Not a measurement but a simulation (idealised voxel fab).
A process module follows: voxel ribs on slabs.
Section cut is 185 nm wide and gridded with 5 nm square cells.
Format of a cross-section: grid, square cells. Given as bands. Order: top down. Band: one or more rows of cells.
Heads up on the band format: heights come first, top then bottom, in nm. After that it's the materials left to right, each with its width in nm. A single material flagged "full width" fills the whole band edge to edge, and "empty" means there's empty space there.
Height 0 is the level under which the wafer as received is all one material. The lowest band goes on downwards, as in "0 -> down".
When a width is written as two numbers, as in "30->40", the first number is the width in the top row of cells of the band and the second is the width in its bottom row, and the width changes by the same amount from each row to the next.
Where the words "no modifications" appear for a step, the cross-section shows no cell changed by that step; every cell remained as before.
The list in "Fully closed voids" covers empty spaces of 8 cells or more that cannot reach the top through any open way, and it gives each as width x height at distance; the distance is from the left edge, and width, height and distance are in nm.
Step line, after settings: the simulator's comment on this step.
overlay nm, on a step with a mask: how far to the right of its planned place the mask lay; to the left if negative
Below is the list of planned process steps
1 RECEIVE | material Si
2 DIRECTIONAL_DEP | material SiO2 | thk nm 30
3 DIRECTIONAL_DEP | material SiN | thk nm 20
4 MASKED_ETCH | tone cover | mask id RIB | width nm 25 | etch materials SiN | depth nm 15 | overlay nm 0
5 MASKED_ETCH | tone cover | mask id SLAB | width nm 75 | etch materials SiN | depth nm 5 | overlay nm 0
6 FILL_DEP | material SiO2 | thk nm 25
7 CMP | height nm 70
8 DIRECTIONAL_DEP | material TiN | thk nm 5
9 PATTERN | tone cover | mask id HEATER | material resist | width nm 35 | thk nm 20 | overlay nm 0
10 DIRECTIONAL_ETCH | etch materials TiN | depth nm 5
11 STRIP | etch materials resist
12 CONFORMAL_DEP | material SiN | thk nm 5
First of the two wafers, run per plan
Wafer as received: cross-section following step 1
- 0 -> down: Si full width
- Fully closed voids: none
Cross-sectional representation of the wafer at the conclusion of step 2
- 30 -> 0: SiO2 full width
- Rest of section, below 0: as before.
Cross-sectional representation of the wafer at the conclusion of step 3
- 50 -> 30: SiN full width
- Rest of section, below 30: as before.
Cross-sectional representation of the wafer at the conclusion of step 4
- 50 -> 35: empty (80), SiN (25), empty (80)
- Rest of section, below 35: as before.
Cross-sectional representation of the wafer at the conclusion of step 5
- 50 -> 35: empty (80), SiN (25), empty (80)
- 35 -> 30: empty (55), SiN (75), empty (55)
- Rest of section, below 30: as before.
Cross-sectional representation of the wafer at the conclusion of step 6
- 75 -> 50: SiO2 full width
- 50 -> 35: SiO2 (80), SiN (25), SiO2 (80)
- 35 -> 30: SiO2 (55), SiN (75), SiO2 (55)
- Rest of section, below 30: as before.
Cross-sectional representation of the wafer at the conclusion of step 7
- 70 -> 50: SiO2 full width
- Rest of section, below 50: as before.
Cross-sectional representation of the wafer at the conclusion of step 8
- 75 -> 70: TiN full width
- Rest of section, below 70: as before.
Cross-sectional representation of the wafer at the conclusion of step 9
- 95 -> 75: empty (75), resist (35), empty (75)
- Rest of section, below 75: as before.
Cross-sectional representation of the wafer at the conclusion of step 10
- 95 -> 75: empty (75), resist (35), empty (75)
- 75 -> 70: empty (75), TiN (35), empty (75)
- Rest of section, below 70: as before.
Cross-sectional representation of the wafer at the conclusion of step 11
- 75 -> 70: empty (75), TiN (35), empty (75)
- Rest of section, below 70: as before.
Cross-sectional representation of the wafer at the conclusion of step 12
- 80 -> 75: empty (70), SiN (45), empty (70)
- 75 -> 70: SiN (75), TiN (35), SiN (75)
- Rest of section, below 70: as before.
Wafer two. Same start, same plan, one slip in execution. Same as wafer one through step 7, inclusive
Cross-section, second wafer, at the end time the plan gives for step 8
- 75 -> 70: SiN full width
- Rest of section, below 70: as before.
Cross-section, second wafer, at the end time the plan gives for step 9
- 95 -> 75: empty (75), resist (35), empty (75)
- Rest of section, below 75: as before.
Cross-section, second wafer, at the end time the plan gives for step 10: no modifications
Cross-section, second wafer, at the end time the plan gives for step 11
- 75 -> 70: SiN full width
- Rest of section, below 70: as before.
Cross-section, second wafer, at the end time the plan gives for step 12
- 80 -> 70: SiN full width
- Rest of section, below 70: as before.
Nonconformance to the process plan: step 8 did not happen as planned, as run it was DIRECTIONAL_DEP | material SiN | thk nm 5
Final tally in cells, some materials are higher or lower on the second wafer than on the first: SiN +35 | TiN -7
